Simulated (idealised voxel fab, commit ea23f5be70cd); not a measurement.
Proc. module: voxel quadruple lines
Cross-sectional view cut (width: 150 nm; square cell size: 5 nm).
Notation: cross-section as square-cell grid; stated in bands, top first, going down; one or more cell rows per band.
Band: top height; bottom height; in nm. Then, left to right: material with width in nm, for each material. "edge to edge": a single material spanning edge to edge. "air": empty space.
Convention: height 0 is the level below which the wafer, as received, is all one material. The lowest band does not terminate at the bottom but continues downward, represented as "top 0, no bottom".
So if you see something like "30 to 40" for the width, read it as the top row of the band sitting at the first number and the bottom row at the second, with every row in between moving by the same amount as the last.
"all unchanged" means the step left every cell of the cross-section as it was.
Under "Fully sealed voids" you'll find the enclosed gaps, the ones with no way out to the top, that are 8 cells or bigger; each reads width x height at distance, with distance counted from the left edge, everything in nm.
Anything after a step's settings on that line? It's the simulator's own note about the step.
Among the settings permitted on a step's line is "overlay nm"; applied to a step with a mask, it specifies the extent to which the mask lay to the right of its planned position, whereas a negative figure signifies a position to the left.

# Planned step list for the process
| 1 | RECEIVE | material Si |
| 2 | CONFORMAL_DEP | material Al2O3 | thk nm 10 |
| 3 | DIRECTIONAL_DEP | material W | thk nm 10 |
| 4 | DIRECTIONAL_DEP | material polySi | thk nm 20 |
| 5 | DIRECTIONAL_DEP | material aC | thk nm 20 |
| 6 | PATTERN | tone cover | mask id MANDREL | material resist | width nm 30 | thk nm 30 | overlay nm -15 |
| 7 | DIRECTIONAL_ETCH | etch materials aC | depth nm 20 |
| 8 | STRIP | etch materials resist |
| 9 | CONFORMAL_DEP | material SiO2 | thk nm 10 |
| 10 | DIRECTIONAL_ETCH | etch materials SiO2 | depth nm 10 |
| 11 | STRIP | etch materials aC |
| 12 | DIRECTIONAL_ETCH | etch materials polySi | depth nm 20 |
| 13 | STRIP | etch materials SiO2 |
| 14 | CONFORMAL_DEP | material SiCN | thk nm 10 |
| 15 | DIRECTIONAL_ETCH | etch materials SiCN | depth nm 10 |
| 16 | STRIP | etch materials polySi |
| 17 | DIRECTIONAL_ETCH | etch materials W | depth nm 10 |
| 18 | STRIP | etch materials SiCN |
Don't read the plan's overlay nm for step 6 as applying to every wafer: that's the first wafer's value, and the wafers differ in it, though they all start identical.

# Received wafers, first of several: cross-section after step 1
    top 0, no bottom: Si edge to edge
    Fully sealed voids: none

# Every row in this table is a wafer at the end of the module, and it gives, for each of the materials, the cells that wafer has gained (+) or lost (-) since it was received, then its closed voids
overlay nm -15; +60 Al2O3; +16 W; Fully sealed voids: none
overlay nm -10; +60 Al2O3; +16 W; Fully sealed voids: none
overlay nm -5; +60 Al2O3; +16 W; Fully sealed voids: none
overlay nm 0; +60 Al2O3; +16 W; Fully sealed voids: none
overlay nm 5; +60 Al2O3; +16 W; Fully sealed voids: none
overlay nm 10; +60 Al2O3; +16 W; Fully sealed voids: none
overlay nm 15; +60 Al2O3; +16 W; Fully sealed voids: none
